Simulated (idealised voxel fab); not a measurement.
Process module name: voxel transistor to metal
Section shown: cut. Width: 195 nm. Cell size: 5 nm, square.
Format of a cross-section: grid, square cells. Given as bands. Order: top down. Band: one or more rows of cells.
Each band's line starts with the height of the band's top and of its bottom, in nm. Then come its materials from left to right, each with its width in nm. One material with "throughout" fills the band from edge to edge. "empty" is empty space.
Heights from 0 (as-received wafer is one material below). Bottom band endless downward, as "0..down".
The expression "30->40" gives the width at the extremes of the band, the first number at its top row of cells and the second at its bottom row, with the width changing by equal amounts from each row to the next in between.
"all unchanged" (step): cross-section cells unchanged, all of them.
In "Trapped void list" the enclosed voids are listed, meaning empty spaces of 8 cells or larger without any opening to the top. The form is width x height at distance, distance from the left edge, units nm.
Where a step's line continues beyond its settings, the continuation is a remark by the simulator itself on that step.
"overlay nm", when on a step's line for a step with a mask, measures how far to the right of its planned place the mask lay; a negative measure means to the left.
PLAN
1,RECEIVE,material Si
2,CONFORMAL_DEP,material SiO2,thk nm 5
3,CONFORMAL_DEP,material SiN,thk nm 10
4,DIRECTIONAL_DEP,material aC,thk nm 15
5,PATTERN,tone cover,mask id ACTIVE,material resist,width nm 105,thk nm 35,overlay nm 0
6,DIRECTIONAL_ETCH,etch materials aC,depth nm 15
7,STRIP,etch materials resist
8,DIRECTIONAL_ETCH,etch materials SiN,depth nm 10
9,DIRECTIONAL_ETCH,etch materials SiO2,depth nm 5
10,DIRECTIONAL_ETCH,etch materials Si,depth nm 25
11,STRIP,etch materials aC
12,OXIDIZE,depth nm 5
13,FILL_DEP,material SiO2,thk nm 10
14,CMP,height nm 15
15,SELECTIVE_ETCH,etch materials SiO2,depth nm 5
16,STRIP,etch materials SiN
17,SELECTIVE_ETCH,etch materials SiO2,depth nm 5
18,OXIDIZE,depth nm 5
19,DIRECTIONAL_DEP,material polySi,thk nm 20
20,DIRECTIONAL_DEP,material SiCN,thk nm 15
21,DIRECTIONAL_DEP,material aC,thk nm 10
22,PATTERN,tone cover,mask id GATE,material resist,width nm 25,thk nm 30,overlay nm 0
23,DIRECTIONAL_ETCH,etch materials aC,depth nm 10
24,STRIP,etch materials resist
25,DIRECTIONAL_ETCH,etch materials SiCN,depth nm 25
26,DIRECTIONAL_ETCH,etch materials polySi,depth nm 30
27,STRIP,etch materials aC
28,CONFORMAL_DEP,material SiN,thk nm 5
29,DIRECTIONAL_ETCH,etch materials SiN,depth nm 5
30,DIRECTIONAL_ETCH,etch materials SiO2,depth nm 5
31,DIRECTIONAL_ETCH,etch materials Si,depth nm 10
32,EPI,material SiGe,thk nm 15
33,FILL_DEP,material SiO2,thk nm 10
34,CMP,height nm 20
35,STRIP,etch materials polySi
36,SELECTIVE_ETCH,etch materials SiO2,depth nm 5
37,CONFORMAL_DEP,material HfO2,thk nm 5
38,CONFORMAL_DEP,material TiN,thk nm 5
39,FILL_DEP,material W,thk nm 10
40,CMP,height nm 15
41,DIRECTIONAL_DEP,material SiO2,thk nm 10
42,MASKED_ETCH,tone open,mask id CONTACT,width nm 15,pitch nm 80,etch materials SiO2,depth nm 25,overlay nm 0
43,CONFORMAL_DEP,material TiN,thk nm 5
44,FILL_DEP,material W,thk nm 5
45,CMP,height nm 25
46,DIRECTIONAL_DEP,material TiN,thk nm 5
47,DIRECTIONAL_DEP,material W,thk nm 15
48,DIRECTIONAL_DEP,material aC,thk nm 15
49,PATTERN,tone cover,mask id METAL_1,material resist,width nm 15,pitch nm 80,thk nm 35,overlay nm 0
50,DIRECTIONAL_ETCH,etch materials aC,depth nm 15
51,STRIP,etch materials resist
52,DIRECTIONAL_ETCH,etch materials W,depth nm 15
53,DIRECTIONAL_ETCH,etch materials TiN,depth nm 5
54,STRIP,etch materials aC
55,FILL_DEP,material SiO2,thk nm 10
56,CMP,height nm 45
57,CONFORMAL_DEP,material SiCN,thk nm 5
58,DIRECTIONAL_DEP,material SiO2,thk nm 30
59,DIRECTIONAL_DEP,material aC,thk nm 15
60,PATTERN,tone open,mask id METAL_2,material resist,width nm 15,pitch nm 80,thk nm 35,overlay nm 0
61,DIRECTIONAL_ETCH,etch materials aC,depth nm 15
62,STRIP,etch materials resist
63,DIRECTIONAL_ETCH,etch materials SiO2,depth nm 20
64,STRIP,etch materials aC
65,PATTERN,tone open,mask id METAL_2_HOLES,material resist,width nm 15,pitch nm 80,thk nm 15,overlay nm 0
66,DIRECTIONAL_ETCH,etch materials SiO2,depth nm 10
67,DIRECTIONAL_ETCH,etch materials SiCN,depth nm 5
68,STRIP,etch materials resist
69,CONFORMAL_DEP,material TiN,thk nm 5
70,FILL_DEP,material Ru,thk nm 10
71,CMP,height nm 80
72,CONFORMAL_DEP,material SiCN,thk nm 5
HERE'S WHAT THE WAFER LOOKED LIKE IN CROSS-SECTION WHEN IT ARRIVED - THAT'S AFTER STEP 1
- 0..down = Si throughout
- Trapped void list: none
FIGURE: CROSS-SECTIONAL VIEW OF THE WAFER UPON COMPLETION OF THE MODULE, PROCESSED FROM THE INITIAL STATE AND ACCORDING TO THE PLAN DEPICTED ABOVE, WITH ONE ERROR INTRODUCED DURING EXECUTION
- 85..80 = SiCN throughout
- 80..50 = SiO2 (50); TiN (5); Ru (5); TiN (5); SiO2 (65); TiN (5); Ru (5); TiN (5); SiO2 (50)
- 50..45 = SiCN (50); TiN (15); SiCN (65); TiN (15); SiCN (50)
- 45..30 = SiO2 (50); W (15); SiO2 (65); W (15); SiO2 (50)
- 30..25 = SiO2 (50); TiN (15); SiO2 (65); TiN (15); SiO2 (50)
- 25..15 = SiO2 (50); TiN (5); W (5); TiN (5); SiO2 (65); TiN (5); W (5); TiN (5); SiO2 (50)
- 15..10 = SiO2 (50); TiN (5); W (5); TiN (5); SiO2 (15); SiN (5); HfO2 (5); TiN (5); W (5); TiN (5); HfO2 (5); SiN (5); SiO2 (15); TiN (5); W (5); TiN (5); SiO2 (50)
- 10..5 = SiO2 (50); TiN (15); SiGe (15); SiN (5); HfO2 (5); TiN (5); W (5); TiN (5); HfO2 (5); SiN (5); SiGe (15); TiN (15); SiO2 (50)
- 5..0 = SiO2 (35); SiN (5); SiO2 (5); SiGe (35); SiN (5); HfO2 (5); TiN (15); HfO2 (5); SiN (5); SiGe (35); SiO2 (5); SiN (5); SiO2 (35)
- 0..-5 = SiO2 (35); SiN (5); SiO2 (5); SiN (5); SiGe (30); HfO2 (35); SiGe (30); SiN (5); SiO2 (5); SiN (5); SiO2 (35)
- -5..-10 = SiO2 (55); SiGe (25); Si (35); SiGe (25); SiO2 (55)
- -10..-15 = SiO2 (50); Si (5); SiGe (25); Si (35); SiGe (25); Si (5); SiO2 (50)
- -15..-30 = SiO2 (50); Si (95); SiO2 (50)
- -30..down = Si throughout
- Trapped void list: none
Plan not followed: ran 15 and 16 in swapped order versus the plan
